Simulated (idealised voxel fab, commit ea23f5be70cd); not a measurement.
process module | voxel transistor to metal
cross-section cut | 210 nm wide | cells 5 nm
A cross-section is a grid of square cells, given in bands from the top down. A band is one or more rows of cells.
Each band's line starts with the height of the band's top and of its bottom, in nm. Then come its materials from left to right, each with its width in nm. One material with "throughout" fills the band from edge to edge. "air" is empty space.
Height 0 is the level under which the wafer as received is all one material. The lowest band goes on downwards, as in "0 down".
A width such as "30 to 40" changes by the same amount from each row of cells to the next, from the band's top row to its bottom row.
"no change" after a step means that no cell of the cross-section changed.
closed voids: empty space of 8 cells or more with no open way to the top, each as width x height at its distance from the left edge, in nm
after a step's settings: what the simulator itself notes on the step
overlay nm, on a step with a mask: how far to the right of its planned place the mask lay; to the left if negative
Each pair below shows a cross-section before one step and the cross-section after it, down to the lowest band that changed. The line under each pair gives the step between them, with its settings. The pairs can come from different runs of this module on the same starting wafer, so a pair continues from the pair above only where its "before" says so.
before
  80 to 65: SiO2 55 | air 15 | SiO2 70 | air 15 | SiO2 55
  65 to 55: SiO2 throughout
  55 to 50: SiCN throughout
  50 to 30: SiO2 55 | SiN 5 | Cu 5 | SiN 5 | SiO2 70 | SiN 5 | Cu 5 | SiN 5 | SiO2 55
  30 to 25: SiN throughout
  25 to 10: SiO2 55 | TiN 5 | W 5 | TiN 5 | SiO2 70 | TiN 5 | W 5 | TiN 5 | SiO2 55
  10 to 5: SiO2 55 | TiN 5 | W 5 | TiN 5 | SiO2 5 | SiN 10 | HfO2 5 | TiN 5 | W 20 | TiN 5 | HfO2 5 | SiN 10 | SiO2 5 | TiN 5 | W 5 | TiN 5 | SiO2 55
  5 to 0: SiO2 55 | TiN 15 | SiO2 5 | SiN 10 | HfO2 5 | TiN 5 | W 20 | TiN 5 | HfO2 5 | SiN 10 | SiO2 5 | TiN 15 | SiO2 55
  0 to -5: SiO2 45 | SiN 10 | pSi 20 | SiN 10 | HfO2 5 | TiN 30 | HfO2 5 | SiN 10 | pSi 20 | SiN 10 | SiO2 45
  -5 to -10: SiO2 55 | pSi 20 | SiO2 10 | HfO2 40 | SiO2 10 | pSi 20 | SiO2 55
  -10 to -15: SiO2 50 | Si 5 | pSi 20 | Si 60 | pSi 20 | Si 5 | SiO2 50
  -15 to -40: SiO2 50 | Si 110 | SiO2 50
  -40 down: Si throughout
  closed voids: none
after
  95 to 80: resist 55 | air 15 | resist 70 | air 15 | resist 55
  below 80: unchanged
  closed voids: none
the step between: op PATTERN | tone open | mask id METAL_2_HOLES | material resist | width nm 15 | pitch nm 85 | thk nm 15 | overlay nm 0
before: the cross-section after the pair above
after
  95 to 80: resist 55 | air 15 | resist 70 | air 15 | resist 55
  80 to 55: SiO2 55 | air 15 | SiO2 70 | air 15 | SiO2 55
  below 55: unchanged
  closed voids: none
the step between: op DIRECTIONAL_ETCH | etch materials SiO2 | depth nm 10
before: the cross-section after the pair above
after
  95 to 80: resist 55 | air 15 | resist 70 | air 15 | resist 55
  80 to 55: SiO2 55 | air 15 | SiO2 70 | air 15 | SiO2 55
  55 to 50: SiCN 55 | air 15 | SiCN 70 | air 15 | SiCN 55
  below 50: unchanged
  closed voids: none
the step between: op DIRECTIONAL_ETCH | etch materials SiCN | depth nm 5
before: the cross-section after the pair above
after
  80 to 55: SiO2 55 | air 15 | SiO2 70 | air 15 | SiO2 55
  below 55: unchanged
  closed voids: none
the step between: op STRIP | etch materials resist
before: the cross-section after the pair above
after
  85 to 80: TiN 60 | air 5 | TiN 80 | air 5 | TiN 60
  80 to 55: SiO2 55 | TiN 5 | air 5 | TiN 5 | SiO2 70 | TiN 5 | air 5 | TiN 5 | SiO2 55
  55 to 50: SiCN 55 | TiN 15 | SiCN 70 | TiN 15 | SiCN 55
  below 50: unchanged
  closed voids: none
the step between: op CONFORMAL_DEP | material TiN | thk nm 5
before: the cross-section after the pair above
after
  90 to 85: Cu throughout
  85 to 80: TiN 60 | Cu 5 | TiN 80 | Cu 5 | TiN 60
  80 to 55: SiO2 55 | TiN 5 | Cu 5 | TiN 5 | SiO2 70 | TiN 5 | Cu 5 | TiN 5 | SiO2 55
  below 55: unchanged
  closed voids: none
the step between: op FILL_DEP | material Cu | thk nm 5
before: the cross-section after the pair above
after
  80 to 55: SiO2 55 | TiN 5 | Cu 5 | TiN 5 | SiO2 70 | TiN 5 | Cu 5 | TiN 5 | SiO2 55
  below 55: unchanged
  closed voids: none
the step between: op CMP | height nm 80
before: the cross-section after the pair above
after
  85 to 80: SiN throughout
  below 80: unchanged
  closed voids: none
the step between: op CONFORMAL_DEP | material SiN | thk nm 5
before
  80 to 65: SiO2 55 | air 15 | SiO2 70 | air 15 | SiO2 55
  65 to 55: SiO2 throughout
  55 to 50: SiCN throughout
  50 to 30: SiO2 55 | TiN 5 | Cu 5 | TiN 5 | SiO2 70 | TiN 5 | Cu 5 | TiN 5 | SiO2 55
  30 to 25: SiN 55 | TiN 15 | SiN 70 | TiN 15 | SiN 55
  25 to 10: SiO2 55 | TiN 5 | W 5 | TiN 5 | SiO2 70 | TiN 5 | W 5 | TiN 5 | SiO2 55
  10 to 5: SiO2 55 | TiN 5 | W 5 | TiN 5 | SiO2 5 | SiN 10 | HfO2 5 | TiN 5 | W 20 | TiN 5 | HfO2 5 | SiN 10 | SiO2 5 | TiN 5 | W 5 | TiN 5 | SiO2 55
  5 to 0: SiO2 55 | TiN 15 | SiO2 5 | SiN 10 | HfO2 5 | TiN 5 | W 20 | TiN 5 | HfO2 5 | SiN 10 | SiO2 5 | TiN 15 | SiO2 55
  0 to -5: SiO2 45 | SiN 10 | pSi 20 | SiN 10 | HfO2 5 | TiN 30 | HfO2 5 | SiN 10 | pSi 20 | SiN 10 | SiO2 45
  -5 to -10: SiO2 55 | pSi 20 | SiO2 10 | HfO2 40 | SiO2 10 | pSi 20 | SiO2 55
  -10 to -15: SiO2 50 | Si 5 | pSi 20 | Si 60 | pSi 20 | Si 5 | SiO2 50
  -15 to -40: SiO2 50 | Si 110 | SiO2 50
  -40 down: Si throughout
  closed voids: none
after
  95 to 80: air 55 | resist 15 | air 70 | resist 15 | air 55
  80 to 65: SiO2 55 | resist 15 | SiO2 70 | resist 15 | SiO2 55
  below 65: unchanged
  closed voids: none
the step between: op PATTERN | tone cover | mask id METAL_2_HOLES | material resist | width nm 15 | pitch nm 85 | thk nm 15 | overlay nm 0
before: the cross-section after the pair above
after
  95 to 70: air 55 | resist 15 | air 70 | resist 15 | air 55
  below 70: unchanged
  closed voids: none
the step between: op DIRECTIONAL_ETCH | etch materials SiO2 | depth nm 10
before: the cross-section after the pair above
after
  70 to 65: SiO2 55 | air 15 | SiO2 70 | air 15 | SiO2 55
  below 65: unchanged
  closed voids: none
the step between: op STRIP | etch materials resist
before: the cross-section after the pair above
after
  75 to 70: TiN 60 | air 5 | TiN 80 | air 5 | TiN 60
  70 to 65: SiO2 55 | TiN 15 | SiO2 70 | TiN 15 | SiO2 55
  below 65: unchanged
  closed voids: none
the step between: op CONFORMAL_DEP | material TiN | thk nm 5
before: the cross-section after the pair above
after
  80 to 75: Cu throughout
  75 to 70: TiN 60 | Cu 5 | TiN 80 | Cu 5 | TiN 60
  below 70: unchanged
  closed voids: none
the step between: op FILL_DEP | material Cu | thk nm 5
before: the cross-section after the pair above
after
  85 to 80: SiN throughout
  below 80: unchanged
  closed voids: none
the step between: op CONFORMAL_DEP | material SiN | thk nm 5
